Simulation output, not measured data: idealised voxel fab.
This section sets out a process module, namely voxel self aligned contacts.
235 nm wide, 5 nm square cells: that's cross-section cut.
Cross-section layout: square cells on a grid; listed as bands, top to bottom; a band spans one or more cell rows.
Basically the band line says how high the top is and how high the bottom is, in nm, and then what's in it from left to right, every material with its width in nm. Empty space shows up as "empty", and if a single material carries "edge to edge" it runs the full band edge to edge.
Below 0: as-received wafer, all one material; heights counted from there. Lowest band: no bottom, goes on down, written "top 0, no bottom".
Note: "30->40" means the width goes from the first number (top row of the band) to the second number (bottom row) in equal steps per row of cells.
No cell of the cross-section changed in a step that is given as "same as before".
You'll see "Closed void roster" listing empty spaces that have no way open to the top, as long as they're 8 cells or more; the notation is width x height at distance, where the distance is from the left edge, and all of it is in nm.
Post-settings text on a step line: simulator's own remark regarding the step.
When a step includes a mask, the "overlay nm" setting on its line states how far to the right of its planned place that mask lay, and negative values state how far to the left.
# Below is the list of planned process steps
1,op RECEIVE | material Si
2,op OXIDIZE | depth nm 5
3,op DIRECTIONAL_DEP | material polySi | thk nm 25
4,op DIRECTIONAL_DEP | material SiN | thk nm 15
5,op PATTERN | tone cover | mask id GATE | material resist | width nm 25 | pitch nm 50 | thk nm 20 | overlay nm 0
6,op DIRECTIONAL_ETCH | etch materials SiN | depth nm 15
7,op DIRECTIONAL_ETCH | etch materials polySi | depth nm 25
8,op STRIP | etch materials resist
9,op CONFORMAL_DEP | material SiN | thk nm 5
10,op DIRECTIONAL_ETCH | etch materials SiN | depth nm 5
11,op FILL_DEP | material SiO2 | thk nm 20
12,op CMP | height nm 50
13,op DIRECTIONAL_DEP | material aC | thk nm 10
14,op PATTERN | tone open | mask id CONTACT | material resist | width nm 35 | pitch nm 50 | thk nm 30 | overlay nm 0
15,op DIRECTIONAL_ETCH | etch materials aC | depth nm 10
16,op STRIP | etch materials resist
17,op DIRECTIONAL_ETCH | etch materials SiO2 | depth nm 55
18,op STRIP | etch materials aC
19,op CONFORMAL_DEP | material TiN | thk nm 5
20,op FILL_DEP | material Ru | thk nm 10
21,op CMP | height nm 50
22,op CONFORMAL_DEP | material SiCN | thk nm 5
# as received, after step 1
  top 0, no bottom: Si edge to edge
  Closed void roster: none
# Starting wafer: above. Plan: above. Run: one mistake. Cross-section after the module: below
  top 55, bottom 50: SiCN edge to edge
  top 50, bottom 40: SiO2: 80, TiN: 5->10, Ru: 20->5, TiN: 5->15, SiO2: 20, TiN: 5->10, Ru: 20->5, TiN: 5->15, SiO2: 75
  top 40, bottom 25: SiO2: 50, SiN: 35, TiN: 5, Ru: 5, TiN: 5, SiN: 35, TiN: 5, Ru: 5, TiN: 5, SiN: 35, SiO2: 50
  top 25, bottom 0: SiO2: 50, SiN: 5, polySi: 25, SiN: 5, TiN: 5, Ru: 5, TiN: 5, SiN: 5, polySi: 25, SiN: 5, TiN: 5, Ru: 5, TiN: 5, SiN: 5, polySi: 25, SiN: 5, SiO2: 50
  top 0, bottom -5: SiO2: 85, TiN: 15, SiO2: 35, TiN: 15, SiO2: 85
  top -5, no bottom: Si edge to edge
  Closed void roster: none
Heads up, the wafer didn't run the way we planned it: so step 14 ended up running with a different setting than we planned, it ran as op PATTERN | tone open | mask id CONTACT | material resist | width nm 30 | pitch nm 50 | thk nm 30 | overlay nm 0
